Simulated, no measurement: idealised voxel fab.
Process module heading - voxel spacer lines
cross-section cut | 300 nm wide | cells 5 nm
Cross-sections here: square-cell grids, written as top-down lists of bands, a band being one or more rows of cells. Basically the band line says how high the top is and how high the bottom is, in nm, and then what's in it from left to right, every material with its width in nm. Empty space shows up as "empty", and if a single material carries "edge to edge" it runs the full band edge to edge. Zero point of the height axis is 0; under it, received wafer = one material. Lowest band: continues down indefinitely, "0 and below". The width entry "30 to 40" should be interpreted row by row: the top row of cells in the band takes the first number, the bottom row takes the second number, and the change between adjacent rows is uniform throughout. "nothing altered" means the step left every cell of the cross-section as it was. "Enclosed void entries" enumerates empty spaces isolated from the top, with no open way to it, that contain at least 8 cells, giving each as width x height at distance from the left edge, all three in nm. Where a step's line continues beyond its settings, the continuation is a remark by the simulator itself on that step. overlay nm: mask right of planned place by this much (step with mask). Neg. = left.

Intended process steps:
1: RECEIVE: material Si
2: CONFORMAL_DEP: material SiO2, thk nm 5
3: DIRECTIONAL_DEP: material W, thk nm 10
4: DIRECTIONAL_DEP: material polySi, thk nm 30
5: PATTERN: tone cover, mask id MANDREL, material resist, width nm 20, pitch nm 70, thk nm 35, overlay nm 0
6: DIRECTIONAL_ETCH: etch materials polySi, depth nm 30
7: STRIP: etch materials resist
8: CONFORMAL_DEP: material SiN, thk nm 15
9: DIRECTIONAL_ETCH: etch materials SiN, depth nm 15
10: STRIP: etch materials polySi
11: DIRECTIONAL_ETCH: etch materials W, depth nm 10
12: STRIP: etch materials SiN
13: FILL_DEP: material SiO2, thk nm 5
14: CMP: height nm 15

Below: the first of two wafers, run as planned:

The cross-section here shows the wafer as received, i.e. in its state after step 1:
> 0 and below = Si edge to edge
> Enclosed void entries: none

The following cross-section depicts the wafer upon completion of step 2:
> 5 down to 0 = SiO2 edge to edge
> Everything under 0 stays put, no change at all.

The following cross-section depicts the wafer upon completion of step 3:
> 15 down to 5 = W edge to edge
> Everything under 5 stays put, no change at all.

The following cross-section depicts the wafer upon completion of step 4:
> 45 down to 15 = polySi edge to edge
> Everything under 15 stays put, no change at all.

The following cross-section depicts the wafer upon completion of step 5:
> 80 down to 45 = empty 70, then resist 20, then empty 50, then resist 20, then empty 50, then resist 20, then empty 70
> Everything under 45 stays put, no change at all.

The following cross-section depicts the wafer upon completion of step 6:
> 80 down to 45 = empty 70, then resist 20, then empty 50, then resist 20, then empty 50, then resist 20, then empty 70
> 45 down to 15 = empty 70, then polySi 20, then empty 50, then polySi 20, then empty 50, then polySi 20, then empty 70
> Everything under 15 stays put, no change at all.

The following cross-section depicts the wafer upon completion of step 7:
> 45 down to 15 = empty 70, then polySi 20, then empty 50, then polySi 20, then empty 50, then polySi 20, then empty 70
> Everything under 15 stays put, no change at all.

The following cross-section depicts the wafer upon completion of step 8:
> 60 down to 45 = empty 55, then SiN 50, then empty 20, then SiN 50, then empty 20, then SiN 50, then empty 55
> 45 down to 30 = empty 55, then SiN 15, then polySi 20, then SiN 15, then empty 20, then SiN 15, then polySi 20, then SiN 15, then empty 20, then SiN 15, then polySi 20, then SiN 15, then empty 55
> 30 down to 15 = SiN 70, then polySi 20, then SiN 50, then polySi 20, then SiN 50, then polySi 20, then SiN 70
> Everything under 15 stays put, no change at all.

The following cross-section depicts the wafer upon completion of step 9:
> 45 down to 15 = empty 55, then SiN 15, then polySi 20, then SiN 15, then empty 20, then SiN 15, then polySi 20, then SiN 15, then empty 20, then SiN 15, then polySi 20, then SiN 15, then empty 55
> Everything under 15 stays put, no change at all.

The following cross-section depicts the wafer upon completion of step 10:
> 45 down to 15 = empty 55, then SiN 15, then empty 20, then SiN 15, then empty 20, then SiN 15, then empty 20, then SiN 15, then empty 20, then SiN 15, then empty 20, then SiN 15, then empty 55
> Everything under 15 stays put, no change at all.

The following cross-section depicts the wafer upon completion of step 11:
> 45 down to 15 = empty 55, then SiN 15, then empty 20, then SiN 15, then empty 20, then SiN 15, then empty 20, then SiN 15, then empty 20, then SiN 15, then empty 20, then SiN 15, then empty 55
> 15 down to 5 = empty 55, then W 15, then empty 20, then W 15, then empty 20, then W 15, then empty 20, then W 15, then empty 20, then W 15, then empty 20, then W 15, then empty 55
> Everything under 5 stays put, no change at all.

The following cross-section depicts the wafer upon completion of step 12:
> 15 down to 5 = empty 55, then W 15, then empty 20, then W 15, then empty 20, then W 15, then empty 20, then W 15, then empty 20, then W 15, then empty 20, then W 15, then empty 55
> Everything under 5 stays put, no change at all.

The following cross-section depicts the wafer upon completion of step 13:
> 20 down to 15 = SiO2 edge to edge
> 15 down to 5 = SiO2 55, then W 15, then SiO2 20, then W 15, then SiO2 20, then W 15, then SiO2 20, then W 15, then SiO2 20, then W 15, then SiO2 20, then W 15, then SiO2 55
> Everything under 5 stays put, no change at all.

The following cross-section depicts the wafer upon completion of step 14:
> 15 down to 5 = SiO2 55, then W 15, then SiO2 20, then W 15, then SiO2 20, then W 15, then SiO2 20, then W 15, then SiO2 20, then W 15, then SiO2 20, then W 15, then SiO2 55
> Everything under 5 stays put, no change at all.

Wafer two: like wafer one in start and plan, but with one mistake in execution; identical up to and including step 4:

Look at the second wafer in cross-section at the time step 5 ought to have finished:
> 80 down to 45 = empty 80, then resist 20, then empty 50, then resist 20, then empty 50, then resist 20, then empty 60
> Everything under 45 stays put, no change at all.

Look at the second wafer in cross-section at the time step 6 ought to have finished:
> 80 down to 45 = empty 80, then resist 20, then empty 50, then resist 20, then empty 50, then resist 20, then empty 60
> 45 down to 15 = empty 80, then polySi 20, then empty 50, then polySi 20, then empty 50, then polySi 20, then empty 60
> Everything under 15 stays put, no change at all.

Look at the second wafer in cross-section at the time step 7 ought to have finished:
> 45 down to 15 = empty 80, then polySi 20, then empty 50, then polySi 20, then empty 50, then polySi 20, then empty 60
> Everything under 15 stays put, no change at all.

Look at the second wafer in cross-section at the time step 8 ought to have finished:
> 60 down to 45 = empty 65, then SiN 50, then empty 20, then SiN 50, then empty 20, then SiN 50, then empty 45
> 45 down to 30 = empty 65, then SiN 15, then polySi 20, then SiN 15, then empty 20, then SiN 15, then polySi 20, then SiN 15, then empty 20, then SiN 15, then polySi 20, then SiN 15, then empty 45
> 30 down to 15 = SiN 80, then polySi 20, then SiN 50, then polySi 20, then SiN 50, then polySi 20, then SiN 60
> Everything under 15 stays put, no change at all.

Look at the second wafer in cross-section at the time step 9 ought to have finished:
> 45 down to 15 = empty 65, then SiN 15, then polySi 20, then SiN 15, then empty 20, then SiN 15, then polySi 20, then SiN 15, then empty 20, then SiN 15, then polySi 20, then SiN 15, then empty 45
> Everything under 15 stays put, no change at all.

Look at the second wafer in cross-section at the time step 10 ought to have finished:
> 45 down to 15 = empty 65, then SiN 15, then empty 20, then SiN 15, then empty 20, then SiN 15, then empty 20, then SiN 15, then empty 20, then SiN 15, then empty 20, then SiN 15, then empty 45
> Everything under 15 stays put, no change at all.

Look at the second wafer in cross-section at the time step 11 ought to have finished:
> 45 down to 15 = empty 65, then SiN 15, then empty 20, then SiN 15, then empty 20, then SiN 15, then empty 20, then SiN 15, then empty 20, then SiN 15, then empty 20, then SiN 15, then empty 45
> 15 down to 5 = empty 65, then W 15, then empty 20, then W 15, then empty 20, then W 15, then empty 20, then W 15, then empty 20, then W 15, then empty 20, then W 15, then empty 45
> Everything under 5 stays put, no change at all.

Look at the second wafer in cross-section at the time step 12 ought to have finished:
> 15 down to 5 = empty 65, then W 15, then empty 20, then W 15, then empty 20, then W 15, then empty 20, then W 15, then empty 20, then W 15, then empty 20, then W 15, then empty 45
> Everything under 5 stays put, no change at all.

Look at the second wafer in cross-section at the time step 13 ought to have finished:
> 20 down to 15 = SiO2 edge to edge
> 15 down to 5 = SiO2 65, then W 15, then SiO2 20, then W 15, then SiO2 20, then W 15, then SiO2 20, then W 15, then SiO2 20, then W 15, then SiO2 20, then W 15, then SiO2 45
> Everything under 5 stays put, no change at all.

Look at the second wafer in cross-section at the time step 14 ought to have finished:
> 15 down to 5 = SiO2 65, then W 15, then SiO2 20, then W 15, then SiO2 20, then W 15, then SiO2 20, then W 15, then SiO2 20, then W 15, then SiO2 20, then W 15, then SiO2 45
> Everything under 5 stays put, no change at all.
Deviation from plan: step 5 deviated from plan and actually ran as PATTERN: tone cover, mask id MANDREL, material resist, width nm 20, pitch nm 70, thk nm 35, overlay nm 10
End check, second vs first wafer: material counts in cells match, positions do not.
